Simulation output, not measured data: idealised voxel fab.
Title: Process Module voxel capacitor over wiring
Square cell edge 5 nm, section width 180 nm, ID cut.
Cross-section, as written here: a square-cell grid given band by band from the top down, where a band holds one or more rows of cells. Top, bottom (nm), then materials left to right with widths (nm); lone material tagged "throughout" fills the whole band edge to edge; "blank" = empty space. Counting heights begins at 0, where everything beneath is, in the wafer as received, one material. The lowest band has no bottom; it goes on downwards, as "from 0 down" shows. Think of "30->40" as a width that walks from the first number to the second as you go down the band, top row to bottom row, taking equal-sized steps from row to row. For the purposes of this document, the phrase "stayed the same" attached to a step denotes that no cell within the cross-section was modified by that step. "Sealed void inventory": sealed empty spaces, 8 cells or more, no open way to top, listed width x height at distance, with distance from the left edge and width, height and distance in nm. after a step's settings: what the simulator itself notes on the step. The line of a step may include "overlay nm". On a step with a mask, this value is how far to the right of its planned place the mask lay. A negative value means the mask lay to the left.

[Steps in the process plan]
1: RECEIVE with material Si
2: CONFORMAL_DEP with material SiO2, thk nm 10
3: CONFORMAL_DEP with material SiCN, thk nm 5
4: DIRECTIONAL_DEP with material lowk, thk nm 20
5: MASKED_ETCH with tone open, mask id METAL_1, width nm 25, pitch nm 95, etch materials lowk, depth nm 20, overlay nm 0
6: MASKED_ETCH with tone open, mask id METAL_1, width nm 25, pitch nm 95, etch materials SiCN, depth nm 5, overlay nm 0
7: CONFORMAL_DEP with material TiN, thk nm 5
8: FILL_DEP with material Cu, thk nm 5
9: CMP with height nm 35
10: CONFORMAL_DEP with material SiCN, thk nm 5
11: DIRECTIONAL_DEP with material SiO2, thk nm 20
12: MASKED_ETCH with tone open, mask id PLUG_1, width nm 15, etch materials SiO2, depth nm 20, overlay nm 0
13: MASKED_ETCH with tone open, mask id PLUG_1, width nm 15, etch materials SiCN, depth nm 5, overlay nm 0
14: CONFORMAL_DEP with material TiN, thk nm 5
15: FILL_DEP with material W, thk nm 10
16: CMP with height nm 60
17: DIRECTIONAL_DEP with material TiN, thk nm 10
18: DIRECTIONAL_DEP with material SiN, thk nm 5
19: DIRECTIONAL_DEP with material TiN, thk nm 5
20: DIRECTIONAL_DEP with material aC, thk nm 15
21: PATTERN with tone cover, mask id UPPER_PLATE, material resist, width nm 75, thk nm 30, overlay nm 0
22: DIRECTIONAL_ETCH with etch materials aC, depth nm 15
23: STRIP with etch materials resist
24: DIRECTIONAL_ETCH with etch materials TiN, depth nm 5
25: DIRECTIONAL_ETCH with etch materials SiN, depth nm 5
26: STRIP with etch materials aC
27: PATTERN with tone cover, mask id LOWER_PLATE, material resist, width nm 85, thk nm 15, overlay nm 0
28: DIRECTIONAL_ETCH with etch materials TiN, depth nm 10
29: STRIP with etch materials resist
30: FILL_DEP with material SiO2, thk nm 15
31: CMP with height nm 90
32: DIRECTIONAL_DEP with material aC, thk nm 15
33: PATTERN with tone open, mask id PLUG_2, material resist, width nm 15, thk nm 35, overlay nm 0
34: DIRECTIONAL_ETCH with etch materials aC, depth nm 15
35: STRIP with etch materials resist
36: DIRECTIONAL_ETCH with etch materials SiO2, depth nm 10
37: STRIP with etch materials aC
38: CONFORMAL_DEP with material TiN, thk nm 5
39: FILL_DEP with material W, thk nm 10
40: CMP with height nm 90
41: CONFORMAL_DEP with material SiCN, thk nm 5

[Below: the first of two wafers, run as planned]

[Cross-section of the incoming wafer, state after step 1]
> from 0 down: Si throughout
> Sealed void inventory: none

[Wafer after step 2 (cross-section)]
> from 10 to 0: SiO2 throughout
> All layers under 0 are left as they were.

[Wafer after step 3 (cross-section)]
> from 15 to 10: SiCN throughout
> All layers under 10 are left as they were.

[Wafer after step 4 (cross-section)]
> from 35 to 15: lowk throughout
> All layers under 15 are left as they were.

[Wafer after step 5 (cross-section)]
> from 35 to 15: lowk=30  blank=25  lowk=70  blank=25  lowk=30
> All layers under 15 are left as they were.

[Wafer after step 6 (cross-section)]
> from 35 to 15: lowk=30  blank=25  lowk=70  blank=25  lowk=30
> from 15 to 10: SiCN=30  blank=25  SiCN=70  blank=25  SiCN=30
> All layers under 10 are left as they were.

[Wafer after step 7 (cross-section)]
> from 40 to 35: TiN=35  blank=15  TiN=80  blank=15  TiN=35
> from 35 to 15: lowk=30  TiN=5  blank=15  TiN=5  lowk=70  TiN=5  blank=15  TiN=5  lowk=30
> from 15 to 10: SiCN=30  TiN=25  SiCN=70  TiN=25  SiCN=30
> All layers under 10 are left as they were.

[Wafer after step 8 (cross-section)]
> from 45 to 40: Cu throughout
> from 40 to 35: TiN=35  Cu=15  TiN=80  Cu=15  TiN=35
> from 35 to 15: lowk=30  TiN=5  Cu=15  TiN=5  lowk=70  TiN=5  Cu=15  TiN=5  lowk=30
> All layers under 15 are left as they were.

[Wafer after step 9 (cross-section)]
> from 35 to 15: lowk=30  TiN=5  Cu=15  TiN=5  lowk=70  TiN=5  Cu=15  TiN=5  lowk=30
> All layers under 15 are left as they were.

[Wafer after step 10 (cross-section)]
> from 40 to 35: SiCN throughout
> All layers under 35 are left as they were.

[Wafer after step 11 (cross-section)]
> from 60 to 40: SiO2 throughout
> All layers under 40 are left as they were.

[Wafer after step 12 (cross-section)]
> from 60 to 40: SiO2=40  blank=15  SiO2=125
> All layers under 40 are left as they were.

[Wafer after step 13 (cross-section)]
> from 60 to 40: SiO2=40  blank=15  SiO2=125
> from 40 to 35: SiCN=40  blank=15  SiCN=125
> All layers under 35 are left as they were.

[Wafer after step 14 (cross-section)]
> from 65 to 60: TiN=45  blank=5  TiN=130
> from 60 to 40: SiO2=40  TiN=5  blank=5  TiN=5  SiO2=125
> from 40 to 35: SiCN=40  TiN=15  SiCN=125
> All layers under 35 are left as they were.

[Wafer after step 15 (cross-section)]
> from 75 to 65: W throughout
> from 65 to 60: TiN=45  W=5  TiN=130
> from 60 to 40: SiO2=40  TiN=5  W=5  TiN=5  SiO2=125
> All layers under 40 are left as they were.

[Wafer after step 16 (cross-section)]
> from 60 to 40: SiO2=40  TiN=5  W=5  TiN=5  SiO2=125
> All layers under 40 are left as they were.

[Wafer after step 17 (cross-section)]
> from 70 to 60: TiN throughout
> All layers under 60 are left as they were.

[Wafer after step 18 (cross-section)]
> from 75 to 70: SiN throughout
> All layers under 70 are left as they were.

[Wafer after step 19 (cross-section)]
> from 80 to 75: TiN throughout
> All layers under 75 are left as they were.

[Wafer after step 20 (cross-section)]
> from 95 to 80: aC throughout
> All layers under 80 are left as they were.

[Wafer after step 21 (cross-section)]
> from 125 to 95: blank=40  resist=75  blank=65
> All layers under 95 are left as they were.

[Wafer after step 22 (cross-section)]
> from 110 to 95: blank=40  resist=75  blank=65
> from 95 to 80: blank=40  aC=75  blank=65
> All layers under 80 are left as they were.

[Wafer after step 23 (cross-section)]
> from 95 to 80: blank=40  aC=75  blank=65
> All layers under 80 are left as they were.

[Wafer after step 24 (cross-section)]
> from 95 to 80: blank=40  aC=75  blank=65
> from 80 to 75: blank=40  TiN=75  blank=65
> All layers under 75 are left as they were.

[Wafer after step 25 (cross-section)]
> from 95 to 80: blank=40  aC=75  blank=65
> from 80 to 75: blank=40  TiN=75  blank=65
> from 75 to 70: blank=40  SiN=75  blank=65
> All layers under 70 are left as they were.

[Wafer after step 26 (cross-section)]
> from 80 to 75: blank=40  TiN=75  blank=65
> All layers under 75 are left as they were.

[Wafer after step 27 (cross-section)]
> from 95 to 80: blank=35  resist=85  blank=60
> from 80 to 75: blank=35  resist=5  TiN=75  resist=5  blank=60
> from 75 to 70: blank=35  resist=5  SiN=75  resist=5  blank=60
> All layers under 70 are left as they were.

[Wafer after step 28 (cross-section)]
> from 95 to 80: blank=35  resist=85  blank=60
> from 80 to 75: blank=35  resist=5  TiN=75  resist=5  blank=60
> from 75 to 70: blank=35  resist=5  SiN=75  resist=5  blank=60
> from 70 to 60: blank=35  TiN=85  blank=60
> All layers under 60 are left as they were.

[Wafer after step 29 (cross-section)]
> from 80 to 75: blank=40  TiN=75  blank=65
> from 75 to 70: blank=40  SiN=75  blank=65
> All layers under 70 are left as they were.

[Wafer after step 30 (cross-section)]
> from 95 to 80: SiO2 throughout
> from 80 to 75: SiO2=40  TiN=75  SiO2=65
> from 75 to 70: SiO2=40  SiN=75  SiO2=65
> from 70 to 60: SiO2=35  TiN=85  SiO2=60
> All layers under 60 are left as they were.

[Wafer after step 31 (cross-section)]
> from 90 to 80: SiO2 throughout
> All layers under 80 are left as they were.

[Wafer after step 32 (cross-section)]
> from 105 to 90: aC throughout
> All layers under 90 are left as they were.

[Wafer after step 33 (cross-section)]
> from 140 to 105: resist=50  blank=15  resist=115
> All layers under 105 are left as they were.

[Wafer after step 34 (cross-section)]
> from 125 to 105: resist=50  blank=15  resist=115
> from 105 to 90: aC=50  blank=15  aC=115
> All layers under 90 are left as they were.

[Wafer after step 35 (cross-section)]
> from 105 to 90: aC=50  blank=15  aC=115
> All layers under 90 are left as they were.

[Wafer after step 36 (cross-section)]
> from 105 to 90: aC=50  blank=15  aC=115
> from 90 to 80: SiO2=50  blank=15  SiO2=115
> All layers under 80 are left as they were.

[Wafer after step 37 (cross-section)]
> from 90 to 80: SiO2=50  blank=15  SiO2=115
> All layers under 80 are left as they were.

[Wafer after step 38 (cross-section)]
> from 95 to 90: TiN=55  blank=5  TiN=120
> from 90 to 85: SiO2=50  TiN=5  blank=5  TiN=5  SiO2=115
> from 85 to 75: SiO2=50->40  TiN=15->75  SiO2=115->65
> All layers under 75 are left as they were.

[Wafer after step 39 (cross-section)]
> from 105 to 95: W throughout
> from 95 to 90: TiN=55  W=5  TiN=120
> from 90 to 85: SiO2=50  TiN=5  W=5  TiN=5  SiO2=115
> All layers under 85 are left as they were.

[Wafer after step 40 (cross-section)]
> from 90 to 85: SiO2=50  TiN=5  W=5  TiN=5  SiO2=115
> All layers under 85 are left as they were.

[Wafer after step 41 (cross-section)]
> from 95 to 90: SiCN throughout
> All layers under 90 are left as they were.

[The Second Wafer: Common Origin and Plan, One Mistake in Execution, Identical to the First Through Step 27]

[Second wafer, sectioned view, at step 28's planned end time]
> from 95 to 80: blank=35  resist=85  blank=60
> from 80 to 75: blank=35  resist=5  TiN=75  resist=5  blank=60
> from 75 to 70: blank=35  resist=5  SiN=75  resist=5  blank=60
> from 70 to 65: blank=35  TiN=85  blank=60
> All layers under 65 are left as they were.

[Second wafer, sectioned view, at step 29's planned end time]
> from 80 to 75: blank=40  TiN=75  blank=65
> from 75 to 70: blank=40  SiN=75  blank=65
> All layers under 70 are left as they were.

[Second wafer, sectioned view, at step 30's planned end time]
> from 95 to 80: SiO2 throughout
> from 80 to 75: SiO2=40  TiN=75  SiO2=65
> from 75 to 70: SiO2=40  SiN=75  SiO2=65
> from 70 to 65: SiO2=35  TiN=85  SiO2=60
> All layers under 65 are left as they were.

[Second wafer, sectioned view, at step 31's planned end time]
> from 90 to 80: SiO2 throughout
> All layers under 80 are left as they were.

[Second wafer, sectioned view, at step 32's planned end time]
> from 105 to 90: aC throughout
> All layers under 90 are left as they were.

[Second wafer, sectioned view, at step 33's planned end time]
> from 140 to 105: resist=50  blank=15  resist=115
> All layers under 105 are left as they were.

[Second wafer, sectioned view, at step 34's planned end time]
> from 125 to 105: resist=50  blank=15  resist=115
> from 105 to 90: aC=50  blank=15  aC=115
> All layers under 90 are left as they were.

[Second wafer, sectioned view, at step 35's planned end time]
> from 105 to 90: aC=50  blank=15  aC=115
> All layers under 90 are left as they were.

[Second wafer, sectioned view, at step 36's planned end time]
> from 105 to 90: aC=50  blank=15  aC=115
> from 90 to 80: SiO2=50  blank=15  SiO2=115
> All layers under 80 are left as they were.

[Second wafer, sectioned view, at step 37's planned end time]
> from 90 to 80: SiO2=50  blank=15  SiO2=115
> All layers under 80 are left as they were.

[Second wafer, sectioned view, at step 38's planned end time]
> from 95 to 90: TiN=55  blank=5  TiN=120
> from 90 to 85: SiO2=50  TiN=5  blank=5  TiN=5  SiO2=115
> from 85 to 75: SiO2=50->40  TiN=15->75  SiO2=115->65
> All layers under 75 are left as they were.

[Second wafer, sectioned view, at step 39's planned end time]
> from 105 to 95: W throughout
> from 95 to 90: TiN=55  W=5  TiN=120
> from 90 to 85: SiO2=50  TiN=5  W=5  TiN=5  SiO2=115
> All layers under 85 are left as they were.

[Second wafer, sectioned view, at step 40's planned end time]
> from 90 to 85: SiO2=50  TiN=5  W=5  TiN=5  SiO2=115
> All layers under 85 are left as they were.

[Second wafer, sectioned view, at step 41's planned end time]
> from 95 to 90: SiCN throughout
> All layers under 90 are left as they were.
Want to know what went wrong? in deviation from the planned setting, step 28 was conducted as DIRECTIONAL_ETCH with etch materials TiN, depth nm 5
Heads up, by the end the second wafer has more or fewer cells of some materials compared to the first: 19 fewer of SiO2; 19 more of TiN
